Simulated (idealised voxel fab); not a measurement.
process module | voxel ribs on slabs
cross-section cut | 295 nm wide | cells 5 nm
A cross-section is a grid of square cells, given in bands from the top down. A band is one or more rows of cells.
Each band's line starts with the height of the band's top and of its bottom, in nm. Then come its materials from left to right, each with its width in nm. One material with "throughout" fills the band from edge to edge. "air" is empty space.
Height 0 is the level under which the wafer as received is all one material. The lowest band goes on downwards, as in "0 down".
A width such as "30 to 40" changes by the same amount from each row of cells to the next, from the band's top row to its bottom row.
"no change" after a step means that no cell of the cross-section changed.
closed voids: empty space of 8 cells or more with no open way to the top, each as width x height at its distance from the left edge, in nm
after a step's settings: what the simulator itself notes on the step
overlay nm, on a step with a mask: how far to the right of its planned place the mask lay; to the left if negative
plan
1 op RECEIVE | material Si
2 op DIRECTIONAL_DEP | material SiO2 | thk nm 25
3 op DIRECTIONAL_DEP | material SiN | thk nm 20
4 op MASKED_ETCH | tone cover | mask id RIB | width nm 15 | etch materials SiN | depth nm 10 | overlay nm 0
5 op PATTERN | tone cover | mask id SLAB | material resist | width nm 55 | thk nm 15 | overlay nm 0
6 op DIRECTIONAL_ETCH | etch materials SiN | depth nm 10
7 op STRIP | etch materials resist
8 op FILL_DEP | material SiO2 | thk nm 25
9 op CMP | height nm 60
10 op DIRECTIONAL_DEP | material TiN | thk nm 10
11 op DIRECTIONAL_DEP | material aC | thk nm 15
12 op PATTERN | tone cover | mask id HEATER | material resist | width nm 25 | thk nm 30 | overlay nm 0
13 op DIRECTIONAL_ETCH | etch materials aC | depth nm 15
14 op STRIP | etch materials resist
15 op DIRECTIONAL_ETCH | etch materials TiN | depth nm 10
16 op STRIP | etch materials aC
17 op CONFORMAL_DEP | material SiN | thk nm 10
first wafer, as planned
as received, after step 1
  0 down: Si throughout
  closed voids: none
after step 2
  25 to 0: SiO2 throughout
  below 0: unchanged
after step 3
  45 to 25: SiN throughout
  below 25: unchanged
after step 4
  45 to 35: air 140 | SiN 15 | air 140
  below 35: unchanged
after step 5
  60 to 45: air 120 | resist 55 | air 120
  45 to 35: air 120 | resist 20 | SiN 15 | resist 20 | air 120
  below 35: unchanged
after step 6
  60 to 45: air 120 | resist 55 | air 120
  45 to 35: air 120 | resist 20 | SiN 15 | resist 20 | air 120
  35 to 25: air 120 | SiN 55 | air 120
  below 25: unchanged
after step 7
  45 to 35: air 140 | SiN 15 | air 140
  below 35: unchanged
after step 8
  70 to 45: SiO2 throughout
  45 to 35: SiO2 140 | SiN 15 | SiO2 140
  35 to 25: SiO2 120 | SiN 55 | SiO2 120
  below 25: unchanged
after step 9
  60 to 45: SiO2 throughout
  below 45: unchanged
after step 10
  70 to 60: TiN throughout
  below 60: unchanged
after step 11
  85 to 70: aC throughout
  below 70: unchanged
after step 12
  115 to 85: air 135 | resist 25 | air 135
  below 85: unchanged
after step 13
  100 to 85: air 135 | resist 25 | air 135
  85 to 70: air 135 | aC 25 | air 135
  below 70: unchanged
after step 14
  85 to 70: air 135 | aC 25 | air 135
  below 70: unchanged
after step 15
  85 to 70: air 135 | aC 25 | air 135
  70 to 60: air 135 | TiN 25 | air 135
  below 60: unchanged
after step 16
  70 to 60: air 135 | TiN 25 | air 135
  below 60: unchanged
after step 17
  80 to 70: air 125 | SiN 45 | air 125
  70 to 60: SiN 135 | TiN 25 | SiN 135
  below 60: unchanged
second wafer: like start, like plan, one mistake. Through step 4 it matches the first wafer
when step 5 should have ended
  60 to 45: air 125 | resist 45 | air 125
  45 to 35: air 125 | resist 15 | SiN 15 | resist 15 | air 125
  below 35: unchanged
when step 6 should have ended
  60 to 45: air 125 | resist 45 | air 125
  45 to 35: air 125 | resist 15 | SiN 15 | resist 15 | air 125
  35 to 25: air 125 | SiN 45 | air 125
  below 25: unchanged
when step 7 should have ended
  45 to 35: air 140 | SiN 15 | air 140
  below 35: unchanged
when step 8 should have ended
  70 to 45: SiO2 throughout
  45 to 35: SiO2 140 | SiN 15 | SiO2 140
  35 to 25: SiO2 125 | SiN 45 | SiO2 125
  below 25: unchanged
when step 9 should have ended
  60 to 45: SiO2 throughout
  below 45: unchanged
when step 10 should have ended
  70 to 60: TiN throughout
  below 60: unchanged
when step 11 should have ended
  85 to 70: aC throughout
  below 70: unchanged
when step 12 should have ended
  115 to 85: air 135 | resist 25 | air 135
  below 85: unchanged
when step 13 should have ended
  100 to 85: air 135 | resist 25 | air 135
  85 to 70: air 135 | aC 25 | air 135
  below 70: unchanged
when step 14 should have ended
  85 to 70: air 135 | aC 25 | air 135
  below 70: unchanged
when step 15 should have ended
  85 to 70: air 135 | aC 25 | air 135
  70 to 60: air 135 | TiN 25 | air 135
  below 60: unchanged
when step 16 should have ended
  70 to 60: air 135 | TiN 25 | air 135
  below 60: unchanged
when step 17 should have ended
  80 to 70: air 125 | SiN 45 | air 125
  70 to 60: SiN 135 | TiN 25 | SiN 135
  below 60: unchanged
what went wrong: step 5 ran as: op PATTERN | tone cover | mask id SLAB | material resist | width nm 45 | thk nm 15 | overlay nm 0
at the end the second wafer has, in cells: 4 fewer of SiN | 4 more of SiO2
